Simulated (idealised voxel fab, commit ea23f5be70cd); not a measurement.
process module | voxel capacitor over wiring
cross-section cut | 170 nm wide | cells 5 nm
A cross-section is a grid of square cells, given in bands from the top down. A band is one or more rows of cells.
Each band's line starts with the height of the band's top and of its bottom, in nm. Then come its materials from left to right, each with its width in nm. One material with "throughout" fills the band from edge to edge. "air" is empty space.
Height 0 is the level under which the wafer as received is all one material. The lowest band goes on downwards, as in "0 down".
A width such as "30 to 40" changes by the same amount from each row of cells to the next, from the band's top row to its bottom row.
"no change" after a step means that no cell of the cross-section changed.
closed voids: empty space of 8 cells or more with no open way to the top, each as width x height at its distance from the left edge, in nm
after a step's settings: what the simulator itself notes on the step
overlay nm, on a step with a mask: how far to the right of its planned place the mask lay; to the left if negative
plan
1 op RECEIVE | material Si
2 op CONFORMAL_DEP | material SiO2 | thk nm 10
3 op CONFORMAL_DEP | material SiN | thk nm 5
4 op DIRECTIONAL_DEP | material lowk | thk nm 20
5 op PATTERN | tone open | mask id METAL_1 | material resist | width nm 25 | pitch nm 90 | thk nm 20 | overlay nm 0
6 op DIRECTIONAL_ETCH | etch materials lowk | depth nm 20
7 op DIRECTIONAL_ETCH | etch materials SiN | depth nm 5
8 op STRIP | etch materials resist
9 op CONFORMAL_DEP | material TiN | thk nm 5
10 op FILL_DEP | material Ru | thk nm 5
11 op CMP | height nm 35
12 op CONFORMAL_DEP | material SiCN | thk nm 5
13 op DIRECTIONAL_DEP | material lowk | thk nm 20
14 op MASKED_ETCH | tone open | mask id PLUG_1 | width nm 15 | etch materials lowk | depth nm 20 | overlay nm 0
15 op MASKED_ETCH | tone open | mask id PLUG_1 | width nm 15 | etch materials SiCN | depth nm 5 | overlay nm 0
16 op CONFORMAL_DEP | material TiN | thk nm 5
17 op FILL_DEP | material Ru | thk nm 5
18 op CMP | height nm 60
19 op DIRECTIONAL_DEP | material TiN | thk nm 5
20 op DIRECTIONAL_DEP | material SiN | thk nm 5
21 op DIRECTIONAL_DEP | material TiN | thk nm 10
22 op MASKED_ETCH | tone cover | mask id UPPER_PLATE | width nm 70 | etch materials TiN | depth nm 10 | overlay nm 0
23 op MASKED_ETCH | tone cover | mask id UPPER_PLATE | width nm 70 | etch materials SiN | depth nm 5 | overlay nm 0
24 op MASKED_ETCH | tone cover | mask id LOWER_PLATE | width nm 80 | etch materials TiN | depth nm 5 | overlay nm 0
25 op FILL_DEP | material SiO2 | thk nm 20
26 op CMP | height nm 95
27 op PATTERN | tone open | mask id PLUG_2 | material resist | width nm 15 | thk nm 15 | overlay nm 0
28 op DIRECTIONAL_ETCH | etch materials SiO2 | depth nm 15
29 op STRIP | etch materials resist
30 op CONFORMAL_DEP | material TiN | thk nm 5
31 op FILL_DEP | material Ru | thk nm 5
32 op CMP | height nm 95
33 op CONFORMAL_DEP | material SiCN | thk nm 5
as received, after step 1
  0 down: Si throughout
  closed voids: none
a wafer at the end: this start, this plan, one mistake
  100 to 95: SiCN throughout
  95 to 85: SiO2 45 | TiN 5 | Ru 5 | TiN 5 | SiO2 110
  85 to 80: SiO2 45 | TiN 15 | SiO2 110
  80 to 70: SiO2 35 | TiN 70 | SiO2 65
  70 to 65: SiO2 35 | SiN 70 | SiO2 65
  65 to 60: SiO2 30 | TiN 80 | SiO2 60
  60 to 40: lowk 35 | TiN 5 | Ru 5 | TiN 5 | lowk 120
  40 to 35: SiCN 35 | TiN 15 | SiCN 120
  35 to 15: lowk 25 | TiN 5 | Ru 20 | TiN 5 | lowk 60 | TiN 5 | Ru 20 | TiN 5 | lowk 25
  15 to 10: SiN 25 | TiN 30 | SiN 60 | TiN 30 | SiN 25
  10 to 0: SiO2 throughout
  0 down: Si throughout
  closed voids: none
what went wrong: step 5 ran as: op PATTERN | tone open | mask id METAL_1 | material resist | width nm 30 | pitch nm 90 | thk nm 20 | overlay nm 0
